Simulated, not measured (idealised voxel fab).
Process module in this document: voxel air gaps
Section shown: cut. Width: 195 nm. Cell size: 5 nm, square.
Format of a cross-section: grid, square cells. Given as bands. Order: top down. Band: one or more rows of cells. Band: top height; bottom height; in nm. Then, left to right: material with width in nm, for each material. "edge to edge": a single material spanning edge to edge. "blank": empty space. Basically, 0 is our baseline, since under it the wafer straight out of the box is all one material. The bottom band has no lower end and keeps on going down, so it looks like "top 0, no bottom". Width spec "30 to 40" -> top row of cells at first value, bottom row at second value, equal per-row change in between. Any step labelled "remained unchanged" changed none of the cells in the cross-section. Empty spaces without an open route to the top, at least 8 cells in extent, make up the entry "Completely enclosed voids"; each is given as width x height at distance, where the distance is measured from the left edge, and all are in nm. after a step's settings: what the simulator itself notes on the step. overlay nm: right-of-plan distance of the mask on a masked step; negative values mean left-of-plan.
### Here's what the planned process steps look like
1. RECEIVE | material Si
2. CONFORMAL_DEP | material SiO2 | thk nm 10
3. CONFORMAL_DEP | material SiN | thk nm 5
4. DIRECTIONAL_DEP | material SiO2 | thk nm 35
5. MASKED_ETCH | tone open | mask id LINES | width nm 15 | pitch nm 40 | etch materials SiO2 | depth nm 35 | overlay nm 0
6. CONFORMAL_DEP | material TiN | thk nm 5
7. FILL_DEP | material W | thk nm 10
8. CMP | height nm 50
9. EPI | material Ru | thk nm 10
10. SELECTIVE_ETCH | etch materials SiO2 | depth nm 45
11. CONFORMAL_DEP | material SiN | thk nm 5
### Concerning the first of two wafers, which was run in accordance with the plan
### Delivered wafer in cross-section: state after step 1
* top 0, no bottom: Si edge to edge
* Completely enclosed voids: none
### Wafer after step 2 (cross-section)
* top 10, bottom 0: SiO2 edge to edge
* Everything under 0 stays put, no change at all.
### Wafer after step 3 (cross-section)
* top 15, bottom 10: SiN edge to edge
* Everything under 10 stays put, no change at all.
### Wafer after step 4 (cross-section)
* top 50, bottom 15: SiO2 edge to edge
* Everything under 15 stays put, no change at all.
### Wafer after step 5 (cross-section)
* top 50, bottom 15: SiO2 (50) / blank (15) / SiO2 (25) / blank (15) / SiO2 (25) / blank (15) / SiO2 (50)
* Everything under 15 stays put, no change at all.
### Wafer after step 6 (cross-section)
* top 55, bottom 50: TiN (55) / blank (5) / TiN (35) / blank (5) / TiN (35) / blank (5) / TiN (55)
* top 50, bottom 20: SiO2 (50) / TiN (5) / blank (5) / TiN (5) / SiO2 (25) / TiN (5) / blank (5) / TiN (5) / SiO2 (25) / TiN (5) / blank (5) / TiN (5) / SiO2 (50)
* top 20, bottom 15: SiO2 (50) / TiN (15) / SiO2 (25) / TiN (15) / SiO2 (25) / TiN (15) / SiO2 (50)
* Everything under 15 stays put, no change at all.
### Wafer after step 7 (cross-section)
* top 65, bottom 55: W edge to edge
* top 55, bottom 50: TiN (55) / W (5) / TiN (35) / W (5) / TiN (35) / W (5) / TiN (55)
* top 50, bottom 20: SiO2 (50) / TiN (5) / W (5) / TiN (5) / SiO2 (25) / TiN (5) / W (5) / TiN (5) / SiO2 (25) / TiN (5) / W (5) / TiN (5) / SiO2 (50)
* Everything under 20 stays put, no change at all.
### Wafer after step 8 (cross-section)
* top 50, bottom 20: SiO2 (50) / TiN (5) / W (5) / TiN (5) / SiO2 (25) / TiN (5) / W (5) / TiN (5) / SiO2 (25) / TiN (5) / W (5) / TiN (5) / SiO2 (50)
* Everything under 20 stays put, no change at all.
### Wafer after step 9 (cross-section)
* top 60, bottom 50: blank (40) / Ru (35) / blank (5) / Ru (35) / blank (5) / Ru (35) / blank (40)
* Everything under 50 stays put, no change at all.
### Wafer after step 10 (cross-section)
* top 60, bottom 50: blank (40) / Ru (35) / blank (5) / Ru (35) / blank (5) / Ru (35) / blank (40)
* top 50, bottom 20: blank (50) / TiN (5) / W (5) / TiN (5) / blank (25) / TiN (5) / W (5) / TiN (5) / blank (25) / TiN (5) / W (5) / TiN (5) / blank (50)
* top 20, bottom 15: blank (50) / TiN (15) / blank (25) / TiN (15) / blank (25) / TiN (15) / blank (50)
* Everything under 15 stays put, no change at all.
### Wafer after step 11 (cross-section)
* top 65, bottom 60: blank (35) / SiN (125) / blank (35)
* top 60, bottom 50: blank (35) / SiN (5) / Ru (35) / SiN (5) / Ru (35) / SiN (5) / Ru (35) / SiN (5) / blank (35)
* top 50, bottom 45: blank (35) / SiN (15) / TiN (5) / W (5) / TiN (5) / SiN (25) / TiN (5) / W (5) / TiN (5) / SiN (25) / TiN (5) / W (5) / TiN (5) / SiN (15) / blank (35)
* top 45, bottom 20: blank (45) / SiN (5) / TiN (5) / W (5) / TiN (5) / SiN (5) / blank (15) / SiN (5) / TiN (5) / W (5) / TiN (5) / SiN (5) / blank (15) / SiN (5) / TiN (5) / W (5) / TiN (5) / SiN (5) / blank (45)
* top 20, bottom 15: SiN (50) / TiN (15) / SiN (25) / TiN (15) / SiN (25) / TiN (15) / SiN (50)
* Everything under 15 stays put, no change at all.
* Completely enclosed voids: 15 x 25 at 70; 15 x 25 at 110
### Companion wafer, the second of two: same beginning, same intended sequence, one mistake in carrying it out; through step 3 inclusive it tracks the first exactly
### when step 4 should have ended
* top 45, bottom 15: SiO2 edge to edge
* Everything under 15 stays put, no change at all.
### when step 5 should have ended
* top 45, bottom 15: SiO2 (50) / blank (15) / SiO2 (25) / blank (15) / SiO2 (25) / blank (15) / SiO2 (50)
* Everything under 15 stays put, no change at all.
### when step 6 should have ended
* top 50, bottom 45: TiN (55) / blank (5) / TiN (35) / blank (5) / TiN (35) / blank (5) / TiN (55)
* top 45, bottom 20: SiO2 (50) / TiN (5) / blank (5) / TiN (5) / SiO2 (25) / TiN (5) / blank (5) / TiN (5) / SiO2 (25) / TiN (5) / blank (5) / TiN (5) / SiO2 (50)
* top 20, bottom 15: SiO2 (50) / TiN (15) / SiO2 (25) / TiN (15) / SiO2 (25) / TiN (15) / SiO2 (50)
* Everything under 15 stays put, no change at all.
### when step 7 should have ended
* top 60, bottom 50: W edge to edge
* top 50, bottom 45: TiN (55) / W (5) / TiN (35) / W (5) / TiN (35) / W (5) / TiN (55)
* top 45, bottom 20: SiO2 (50) / TiN (5) / W (5) / TiN (5) / SiO2 (25) / TiN (5) / W (5) / TiN (5) / SiO2 (25) / TiN (5) / W (5) / TiN (5) / SiO2 (50)
* Everything under 20 stays put, no change at all.
### when step 8 should have ended
* top 50, bottom 45: TiN (55) / W (5) / TiN (35) / W (5) / TiN (35) / W (5) / TiN (55)
* Everything under 45 stays put, no change at all.
### when step 9 should have ended
* top 60, bottom 50: Ru edge to edge
* Everything under 50 stays put, no change at all.
when step 10 should have ended: remained unchanged
### when step 11 should have ended
* top 65, bottom 60: SiN edge to edge
* Everything under 60 stays put, no change at all.
It is concluded that the wafer was processed incorrectly with respect to the plan, in that contrary to plan, step 4 was performed as DIRECTIONAL_DEP | material SiO2 | thk nm 30
at the end the second wafer has, in cells: 36 more of Ru; 70 fewer of SiN; 180 more of SiO2; 30 more of TiN
The second wafer ends with 0 closed voids, and the first wafer ends with 2.
